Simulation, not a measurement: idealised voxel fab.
Presented below is a process module, voxel transistor to metal.
We display cut, a cross-section 215 nm in width whose square cells are each 5 nm.
A cross-section is a grid of square cells, given in bands from the top down. A band is one or more rows of cells. For a band, the entry starts with two heights in nm, that of the top and then that of the bottom, and carries on with the band's materials in order from left to right, each alongside its width in nm; the word "full width" beside a single material means it fills the band edge to edge, and "empty" means empty space. All heights in this document are referenced to 0, defined as the level beneath which the wafer, as received, consists entirely of one material. The lowest band is not bounded below; it extends indefinitely downward and is written in the form "0..down". Top row gets the first number, bottom row gets the second, and each row in between changes by the same step: that is how a band width like "30..40" works. Where the words "remained unchanged" appear for a step, the cross-section shows no cell changed by that step; every cell remained as before. So "Sealed voids" is basically the list of trapped voids: any empty space of 8 cells or more that can't reach the top through an opening. They're written width x height at distance, the distance being from the left edge, and it's all nm. If you see something after the settings on a step's line, that's the simulator's own remark about that step. For masked steps, "overlay nm" on the step line gives how far right of plan the mask actually lay; a minus sign means it lay to the left.

Planned step list for the process
1 RECEIVE | material Si
2 CONFORMAL_DEP | material SiO2 | thk nm 5
3 CONFORMAL_DEP | material SiN | thk nm 15
4 PATTERN | tone cover | mask id ACTIVE | material resist | width nm 110 | thk nm 15 | overlay nm 0
5 DIRECTIONAL_ETCH | etch materials SiN | depth nm 15
6 DIRECTIONAL_ETCH | etch materials SiO2 | depth nm 5
7 DIRECTIONAL_ETCH | etch materials Si | depth nm 20
8 STRIP | etch materials resist
9 OXIDIZE | depth nm 5
10 FILL_DEP | material SiO2 | thk nm 15
11 CMP | height nm 20
12 SELECTIVE_ETCH | etch materials SiO2 | depth nm 10
13 STRIP | etch materials SiN
14 SELECTIVE_ETCH | etch materials SiO2 | depth nm 5
15 OXIDIZE | depth nm 5
16 DIRECTIONAL_DEP | material polySi | thk nm 25
17 DIRECTIONAL_DEP | material SiCN | thk nm 10
18 MASKED_ETCH | tone cover | mask id GATE | width nm 20 | etch materials SiCN | depth nm 20 | overlay nm 0
19 MASKED_ETCH | tone cover | mask id GATE | width nm 20 | etch materials polySi | depth nm 35 | overlay nm 0
20 CONFORMAL_DEP | material SiO2 | thk nm 5
21 DIRECTIONAL_ETCH | etch materials SiO2 | depth nm 5
22 CONFORMAL_DEP | material SiN | thk nm 5
23 DIRECTIONAL_ETCH | etch materials SiN | depth nm 5
24 DIRECTIONAL_ETCH | etch materials SiO2 | depth nm 5
25 DIRECTIONAL_ETCH | etch materials Si | depth nm 10
26 EPI | material SiGe | thk nm 15
27 FILL_DEP | material SiO2 | thk nm 5
28 CMP | height nm 35
29 DIRECTIONAL_DEP | material SiO2 | thk nm 15
30 DIRECTIONAL_DEP | material aC | thk nm 10
31 PATTERN | tone open | mask id CONTACT | material resist | width nm 20 | pitch nm 70 | thk nm 30 | overlay nm 0
32 DIRECTIONAL_ETCH | etch materials aC | depth nm 10
33 STRIP | etch materials resist
34 DIRECTIONAL_ETCH | etch materials SiO2 | depth nm 50
35 STRIP | etch materials aC
36 CONFORMAL_DEP | material TiN | thk nm 5
37 FILL_DEP | material W | thk nm 10
38 CMP | height nm 50
39 DIRECTIONAL_DEP | material TiN | thk nm 5
40 DIRECTIONAL_DEP | material Ru | thk nm 25
41 DIRECTIONAL_DEP | material aC | thk nm 15
42 PATTERN | tone cover | mask id METAL_1 | material resist | width nm 20 | pitch nm 70 | thk nm 35 | overlay nm 0
43 DIRECTIONAL_ETCH | etch materials aC | depth nm 15
44 STRIP | etch materials resist
45 DIRECTIONAL_ETCH | etch materials Ru | depth nm 25
46 DIRECTIONAL_ETCH | etch materials TiN | depth nm 5
47 STRIP | etch materials aC
48 FILL_DEP | material lowk | thk nm 10
49 CMP | height nm 80
50 CONFORMAL_DEP | material SiCN | thk nm 5

Cross-section of the wafer upon arrival, representing the state reached after step 1
	0..down | Si full width
	Sealed voids: none

Post-module cross-section: identical start and plan to those above, one misstep in execution
	85..80 | SiCN full width
	80..55 | lowk 60 | Ru 20 | lowk 50 | Ru 20 | lowk 65
	55..50 | lowk 60 | TiN 20 | lowk 50 | TiN 20 | lowk 65
	50..35 | SiO2 60 | TiN 5 | W 10 | TiN 5 | SiO2 50 | TiN 5 | W 10 | TiN 5 | SiO2 65
	35..25 | SiO2 60 | TiN 5 | W 10 | TiN 5 | SiO2 5 | SiN 5 | SiO2 5 | SiCN 20 | SiO2 5 | SiN 5 | SiO2 5 | TiN 5 | W 10 | TiN 5 | SiO2 65
	25..15 | SiO2 60 | TiN 5 | W 10 | TiN 5 | SiO2 5 | SiN 5 | SiO2 5 | polySi 20 | SiO2 5 | SiN 5 | SiO2 5 | TiN 5 | W 10 | TiN 5 | SiO2 65
	15..10 | SiO2 60 | TiN 20 | SiO2 5 | SiN 5 | SiO2 5 | polySi 20 | SiO2 5 | SiN 5 | SiO2 5 | TiN 20 | SiO2 65
	10..5 | SiO2 60 | TiN 10 | SiGe 15 | SiN 5 | SiO2 5 | polySi 20 | SiO2 5 | SiN 5 | SiGe 15 | TiN 10 | SiO2 65
	5..0 | SiO2 40 | SiN 5 | SiO2 15 | TiN 10 | SiGe 15 | SiN 5 | SiO2 5 | polySi 20 | SiO2 5 | SiN 5 | SiGe 15 | TiN 10 | SiO2 15 | SiN 5 | SiO2 45
	0..-5 | SiO2 40 | SiN 10 | SiO2 5 | SiGe 30 | SiO2 40 | SiGe 30 | SiO2 5 | SiN 10 | SiO2 45
	-5..-10 | SiO2 40 | SiN 10 | SiO2 10 | SiGe 25 | Si 40 | SiGe 25 | SiO2 10 | SiN 10 | SiO2 45
	-10..-15 | SiO2 60 | SiGe 25 | Si 40 | SiGe 25 | SiO2 65
	-15..-25 | SiO2 55 | Si 100 | SiO2 60
	-25..down | Si full width
	Sealed voids: none
Error vs. plan: step 12 ran in the slot meant for step 13, and vice versa
